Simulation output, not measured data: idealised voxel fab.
Herein follows the process module entitled voxel double patterning.
Displayed cross-section: cut, width of 240 nm, square cells sized 5 nm.
Format of a cross-section: grid, square cells. Given as bands. Order: top down. Band: one or more rows of cells. Quick guide to a band line: top height, bottom height (nm) up front; then every material left to right with its width in nm. Only one material and it's marked "edge to edge"? Then it fills the band edge to edge. And "blank" just means empty space. It should be noted that heights are counted from 0, beneath which the wafer as supplied is of one material throughout, and that the lowest band possesses no lower boundary but continues downward, as written in "z 0 and below". So if you see something like "30 to 40" for the width, read it as the top row of the band sitting at the first number and the bottom row at the second, with every row in between moving by the same amount as the last. A step reported as "no alterations made" is a step in which no cell of the cross-section changed. For the entry "Cavities, sealed", the listed items are empty spaces with no open way to the top whose size is 8 cells or more; each item follows the pattern width x height at distance, where distance is from the left edge and all three are in nm. Note: text after step settings on the step line = simulator remark on that step. Each step line may optionally specify "overlay nm", which for a step with a mask gives the rightward distance between the mask's planned place and where it lay, a negative value indicating the leftward direction.

-- Planned step list for the process
1,RECEIVE,material Si
2,CONFORMAL_DEP,material SiO2,thk nm 5
3,DIRECTIONAL_DEP,material TiN,thk nm 20
4,DIRECTIONAL_DEP,material SiCN,thk nm 10
5,DIRECTIONAL_DEP,material aC,thk nm 10
6,PATTERN,tone open,mask id FIRST,material resist,width nm 15,pitch nm 50,thk nm 25,overlay nm 0
7,DIRECTIONAL_ETCH,etch materials aC,depth nm 10
8,STRIP,etch materials resist
9,DIRECTIONAL_ETCH,etch materials SiCN,depth nm 10
10,STRIP,etch materials aC
11,PATTERN,tone open,mask id SECOND,material resist,width nm 15,pitch nm 50,thk nm 20,overlay nm 0
12,DIRECTIONAL_ETCH,etch materials SiCN,depth nm 10
13,STRIP,etch materials resist
14,DIRECTIONAL_ETCH,etch materials TiN,depth nm 20
15,STRIP,etch materials SiCN

-- Step 1 complete: cross-section of the wafer as received
* z 0 and below: Si edge to edge
* Cavities, sealed: none

-- a wafer at the end: this start, this plan, one mistake
* z 25 to 5: 85 of blank, 15 of TiN, 35 of blank, 15 of TiN, 90 of blank
* z 5 to 0: SiO2 edge to edge
* z 0 and below: Si edge to edge
* Cavities, sealed: none
what went wrong: off-plan run, step 11, actual operation and settings PATTERN,tone cover,mask id SECOND,material resist,width nm 15,pitch nm 50,thk nm 20,overlay nm 0
